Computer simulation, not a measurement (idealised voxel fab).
process module | voxel trench capacitor
cross-section cut | 160 nm wide | cells 5 nm
A cross-section is a grid of square cells, given in bands from the top down. A band is one or more rows of cells.
Each band's line starts with the height of the band's top and of its bottom, in nm. Then come its materials from left to right, each with its width in nm. One material with "throughout" fills the band from edge to edge. "air" is empty space.
Height 0 is the level under which the wafer as received is all one material. The lowest band goes on downwards, as in "0 down".
A width such as "30 to 40" changes by the same amount from each row of cells to the next, from the band's top row to its bottom row.
"no change" after a step means that no cell of the cross-section changed.
closed voids: empty space of 8 cells or more with no open way to the top, each as width x height at its distance from the left edge, in nm
after a step's settings: what the simulator itself notes on the step
overlay nm, on a step with a mask: how far to the right of its planned place the mask lay; to the left if negative
plan
1 op RECEIVE | material Si
2 op CONFORMAL_DEP | material SiN | thk nm 10
3 op MASKED_ETCH | tone open | mask id TRENCH | width nm 20 | pitch nm 45 | etch materials SiN | depth nm 10 | overlay nm 0
4 op MASKED_ETCH | tone open | mask id TRENCH | width nm 30 | pitch nm 45 | etch materials Si | depth nm 40 | overlay nm 0
5 op CONFORMAL_DEP | material Al2O3 | thk nm 5
6 op CONFORMAL_DEP | material TiN | thk nm 5
7 op FILL_DEP | material W | thk nm 5
8 op CMP | height nm 10
varied across the wafers: width nm of step 3. The plan shows the first wafer's value. All wafers start alike
first wafer as received, after step 1
  0 down: Si throughout
  closed voids: none
first wafer at the end, after step 8
  10 to 0: SiN 45 | Al2O3 5 | TiN 10 | Al2O3 5 | SiN 25 | Al2O3 5 | TiN 10 | Al2O3 5 | SiN 50
  0 to -35: Si 45 | Al2O3 5 | TiN 10 | Al2O3 5 | Si 25 | Al2O3 5 | TiN 10 | Al2O3 5 | Si 50
  -35 to -40: Si 45 | Al2O3 20 | Si 25 | Al2O3 20 | Si 50
  -40 down: Si throughout
  closed voids: none
last wafer at the end
  10 to 0: SiN 40 | Al2O3 5 | TiN 5 | W 10 | TiN 5 | Al2O3 5 | SiN 15 | Al2O3 5 | TiN 5 | W 10 | TiN 5 | Al2O3 5 | SiN 45
  0 to -30: Si 40 | Al2O3 5 | TiN 5 | W 10 | TiN 5 | Al2O3 5 | Si 15 | Al2O3 5 | TiN 5 | W 10 | TiN 5 | Al2O3 5 | Si 45
  -30 to -35: Si 40 | Al2O3 5 | TiN 20 | Al2O3 5 | Si 15 | Al2O3 5 | TiN 20 | Al2O3 5 | Si 45
  -35 to -40: Si 40 | Al2O3 30 | Si 15 | Al2O3 30 | Si 45
  -40 down: Si throughout
  closed voids: none
each wafer at the end: cells of each material gained (+) or lost (-) since it was received, then its closed voids
width nm 20 | +44 Al2O3 | -64 Si | +48 SiN | +36 TiN | closed voids: none
width nm 25 | +46 Al2O3 | -80 Si | +44 SiN | +38 TiN | +16 W | closed voids: none
width nm 30 | +48 Al2O3 | -96 Si | +40 SiN | +40 TiN | +32 W | closed voids: none
